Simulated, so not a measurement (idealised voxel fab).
Herein follows the process module entitled voxel self aligned vias.
Cross-sectional view cut (width: 275 nm; square cell size: 5 nm).
Cross-section format: a grid of square cells, given as bands from top to bottom; each band is one or more rows of cells. Band: top and bottom heights (nm) first, top before bottom; then materials from left to right, widths in nm. "all across" marks a sole material filling the band edge to edge. "air" denotes empty space. The reference from which all heights are counted is 0, the level beneath which the as-received wafer is entirely one material; the lowest band, having no lower bound, proceeds downward and is written after the example "from 0 down". Width: "30..40" (first number = top row, second number = bottom row, same change from row to row of cells). It should be understood that the words "left unchanged", when stated for a given step, signify that the cross-section underwent no change in any of its cells during that step. The label "Non-vented voids" introduces a list of the empty spaces, 8 cells or larger, that have no open way up to the top; each entry in it reads width x height at distance, where the distance is taken from the left edge and all three are stated in nm. after a step's settings: what the simulator itself notes on the step. overlay nm: right-of-plan distance of the mask on a masked step; negative values mean left-of-plan.

Set out below are the planned steps of the process:
1: RECEIVE | material Si
2: CONFORMAL_DEP | material SiO2 | thk nm 15
3: CONFORMAL_DEP | material SiCN | thk nm 5
4: DIRECTIONAL_DEP | material lowk | thk nm 30
5: DIRECTIONAL_DEP | material aC | thk nm 15
6: PATTERN | tone open | mask id LINES | material resist | width nm 20 | pitch nm 60 | thk nm 35 | overlay nm 0
7: DIRECTIONAL_ETCH | etch materials aC | depth nm 15
8: STRIP | etch materials resist
9: DIRECTIONAL_ETCH | etch materials lowk | depth nm 30
10: STRIP | etch materials aC
11: CONFORMAL_DEP | material TiN | thk nm 5
12: FILL_DEP | material W | thk nm 10
13: CMP | height nm 50
14: SELECTIVE_ETCH | etch materials W Ru TiN | depth nm 5
15: FILL_DEP | material SiN | thk nm 5
16: CMP | height nm 50
17: DIRECTIONAL_DEP | material lowk | thk nm 20
18: MASKED_ETCH | tone open | mask id VIAS | width nm 30 | pitch nm 60 | etch materials lowk | depth nm 20 | overlay nm 0
19: MASKED_ETCH | tone open | mask id VIAS | width nm 30 | pitch nm 60 | etch materials SiN | depth nm 5 | overlay nm 0
20: CONFORMAL_DEP | material TiN | thk nm 5
21: FILL_DEP | material Cu | thk nm 10
22: CMP | height nm 70
23: CONFORMAL_DEP | material SiN | thk nm 5

Wafer cross-section on receipt, i.e. after step 1:
> from 0 down = Si all across
> Non-vented voids: none

Cross-sectional result after module completion. Note: starting condition and plan are unchanged from above; one processing mistake was made:
> from 75 to 70 = SiN all across
> from 70 to 55 = lowk 60 nm; TiN 5 nm; Cu 20 nm; TiN 5 nm; lowk 30 nm; TiN 5 nm; Cu 20 nm; TiN 5 nm; lowk 30 nm; TiN 5 nm; Cu 20 nm; TiN 5 nm; lowk 65 nm
> from 55 to 50 = lowk 60 nm; TiN 10 nm; Cu 10 nm; TiN 10 nm; lowk 30 nm; TiN 10 nm; Cu 10 nm; TiN 10 nm; lowk 30 nm; TiN 10 nm; Cu 10 nm; TiN 10 nm; lowk 65 nm
> from 50 to 45 = lowk 65 nm; TiN 20 nm; lowk 40 nm; TiN 20 nm; lowk 40 nm; TiN 20 nm; lowk 70 nm
> from 45 to 40 = lowk 65 nm; TiN 5 nm; W 10 nm; TiN 5 nm; lowk 40 nm; TiN 5 nm; W 10 nm; TiN 5 nm; lowk 40 nm; TiN 5 nm; W 10 nm; TiN 5 nm; lowk 70 nm
> from 40 to 35 = lowk 65 nm; TiN 20 nm; lowk 40 nm; TiN 20 nm; lowk 40 nm; TiN 20 nm; lowk 70 nm
> from 35 to 30 = SiCN all across
> from 30 to 0 = SiO2 all across
> from 0 down = Si all across
> Non-vented voids: none
Where did the run depart from the plan? step 2 in the plan was executed twice
